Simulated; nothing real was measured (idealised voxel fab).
process module | voxel transistor to metal
cross-section cut | 150 nm wide | cells 5 nm
A cross-section is a grid of square cells, given in bands from the top down. A band is one or more rows of cells.
Each band's line starts with the height of the band's top and of its bottom, in nm. Then come its materials from left to right, each with its width in nm. One material with "throughout" fills the band from edge to edge. "air" is empty space.
Height 0 is the level under which the wafer as received is all one material. The lowest band goes on downwards, as in "0 down".
A width such as "30 to 40" changes by the same amount from each row of cells to the next, from the band's top row to its bottom row.
"no change" after a step means that no cell of the cross-section changed.
closed voids: empty space of 8 cells or more with no open way to the top, each as width x height at its distance from the left edge, in nm
after a step's settings: what the simulator itself notes on the step
overlay nm, on a step with a mask: how far to the right of its planned place the mask lay; to the left if negative
plan
1 op RECEIVE | material Si
2 op OXIDIZE | depth nm 5
3 op CONFORMAL_DEP | material SiN | thk nm 10
4 op PATTERN | tone cover | mask id ACTIVE | material resist | width nm 95 | thk nm 20 | overlay nm 0
5 op DIRECTIONAL_ETCH | etch materials SiN | depth nm 10
6 op DIRECTIONAL_ETCH | etch materials SiO2 | depth nm 5
7 op DIRECTIONAL_ETCH | etch materials Si | depth nm 35
8 op STRIP | etch materials resist
9 op FILL_DEP | material SiO2 | thk nm 5
10 op CMP | height nm 10
11 op SELECTIVE_ETCH | etch materials SiO2 | depth nm 10
12 op STRIP | etch materials SiN
13 op SELECTIVE_ETCH | etch materials SiO2 | depth nm 5
14 op OXIDIZE | depth nm 5
15 op DIRECTIONAL_DEP | material polySi | thk nm 30
16 op DIRECTIONAL_DEP | material SiCN | thk nm 10
17 op MASKED_ETCH | tone cover | mask id GATE | width nm 25 | etch materials SiCN | depth nm 20 | overlay nm 0
18 op MASKED_ETCH | tone cover | mask id GATE | width nm 25 | etch materials polySi | depth nm 40 | overlay nm 0
19 op CONFORMAL_DEP | material SiO2 | thk nm 5
20 op DIRECTIONAL_ETCH | etch materials SiO2 | depth nm 5
21 op CONFORMAL_DEP | material SiN | thk nm 5
22 op DIRECTIONAL_ETCH | etch materials SiN | depth nm 5
23 op DIRECTIONAL_ETCH | etch materials SiO2 | depth nm 5
24 op DIRECTIONAL_ETCH | etch materials Si | depth nm 5
25 op EPI | material SiGe | thk nm 10
26 op FILL_DEP | material SiO2 | thk nm 10
27 op CMP | height nm 25
28 op STRIP | etch materials polySi
29 op SELECTIVE_ETCH | etch materials SiO2 | depth nm 5
30 op CONFORMAL_DEP | material HfO2 | thk nm 5
31 op CONFORMAL_DEP | material TiN | thk nm 5
32 op FILL_DEP | material W | thk nm 10
33 op CMP | height nm 20
34 op DIRECTIONAL_DEP | material SiO2 | thk nm 15
35 op MASKED_ETCH | tone open | mask id CONTACT | width nm 15 | pitch nm 70 | etch materials SiO2 | depth nm 40 | overlay nm 0
36 op CONFORMAL_DEP | material TiN | thk nm 5
37 op FILL_DEP | material Ru | thk nm 10
38 op CMP | height nm 35
39 op CONFORMAL_DEP | material SiCN | thk nm 5
40 op DIRECTIONAL_DEP | material SiO2 | thk nm 20
41 op PATTERN | tone open | mask id METAL_1 | material resist | width nm 15 | pitch nm 70 | thk nm 15 | overlay nm 0
42 op DIRECTIONAL_ETCH | etch materials SiO2 | depth nm 20
43 op DIRECTIONAL_ETCH | etch materials SiCN | depth nm 5
44 op STRIP | etch materials resist
45 op CONFORMAL_DEP | material TiN | thk nm 5
46 op FILL_DEP | material Cu | thk nm 10
47 op CMP | height nm 60
48 op CONFORMAL_DEP | material SiN | thk nm 5
as received, after step 1
  0 down: Si throughout
  closed voids: none
first wafer at the end, as planned
  65 to 60: SiN throughout
  60 to 40: SiO2 30 | TiN 5 | Cu 5 | TiN 5 | SiO2 55 | TiN 5 | Cu 5 | TiN 5 | SiO2 35
  40 to 35: SiCN 30 | TiN 15 | SiCN 55 | TiN 15 | SiCN 35
  35 to 20: SiO2 30 | TiN 5 | Ru 5 | TiN 5 | SiO2 55 | TiN 5 | Ru 5 | TiN 5 | SiO2 35
  20 to 5: SiO2 30 | TiN 5 | Ru 5 | TiN 5 | SiO2 5 | SiN 5 | HfO2 5 | TiN 5 | W 15 | TiN 5 | HfO2 5 | SiN 5 | SiO2 5 | TiN 5 | Ru 5 | TiN 5 | SiO2 35
  5 to 0: SiO2 30 | TiN 15 | SiO2 5 | SiN 5 | HfO2 5 | TiN 5 | W 15 | TiN 5 | HfO2 5 | SiN 5 | SiO2 5 | TiN 15 | SiO2 35
  0 to -5: SiO2 30 | TiN 10 | SiGe 10 | SiN 5 | HfO2 5 | TiN 25 | HfO2 5 | SiN 5 | SiGe 10 | TiN 10 | SiO2 35
  -5 to -10: SiO2 20 | SiGe 30 | SiO2 5 | HfO2 35 | SiO2 5 | SiGe 30 | SiO2 25
  -10 to -15: SiO2 25 | SiGe 25 | Si 45 | SiGe 25 | SiO2 30
  -15 to -40: SiO2 25 | Si 95 | SiO2 30
  -40 down: Si throughout
  closed voids: none
second wafer at the end: like start, like plan, one mistake
  65 to 60: SiN throughout
  60 to 40: SiO2 30 | TiN 5 | Cu 5 | TiN 5 | SiO2 55 | TiN 5 | Cu 5 | TiN 5 | SiO2 35
  40 to 35: SiCN 30 | TiN 15 | SiCN 55 | TiN 15 | SiCN 35
  35 to 20: SiO2 30 | TiN 5 | Ru 5 | TiN 5 | SiO2 55 | TiN 5 | Ru 5 | TiN 5 | SiO2 35
  20 to 5: SiO2 30 | TiN 5 | Ru 5 | TiN 5 | SiO2 5 | SiN 5 | TiN 5 | W 25 | TiN 5 | SiN 5 | SiO2 5 | TiN 5 | Ru 5 | TiN 5 | SiO2 35
  5 to 0: SiO2 30 | TiN 15 | SiO2 5 | SiN 5 | TiN 5 | W 25 | TiN 5 | SiN 5 | SiO2 5 | TiN 15 | SiO2 35
  0 to -5: SiO2 30 | TiN 10 | SiGe 10 | SiN 5 | TiN 5 | W 25 | TiN 5 | SiN 5 | SiGe 10 | TiN 10 | SiO2 35
  -5 to -10: SiO2 20 | SiGe 30 | SiO2 5 | TiN 35 | SiO2 5 | SiGe 30 | SiO2 25
  -10 to -15: SiO2 25 | SiGe 25 | Si 45 | SiGe 25 | SiO2 30
  -15 to -40: SiO2 25 | Si 95 | SiO2 30
  -40 down: Si throughout
  closed voids: none
what went wrong: step 30 was left out
at the end the second wafer has, in cells: 17 fewer of HfO2 | 4 more of TiN | 13 more of W
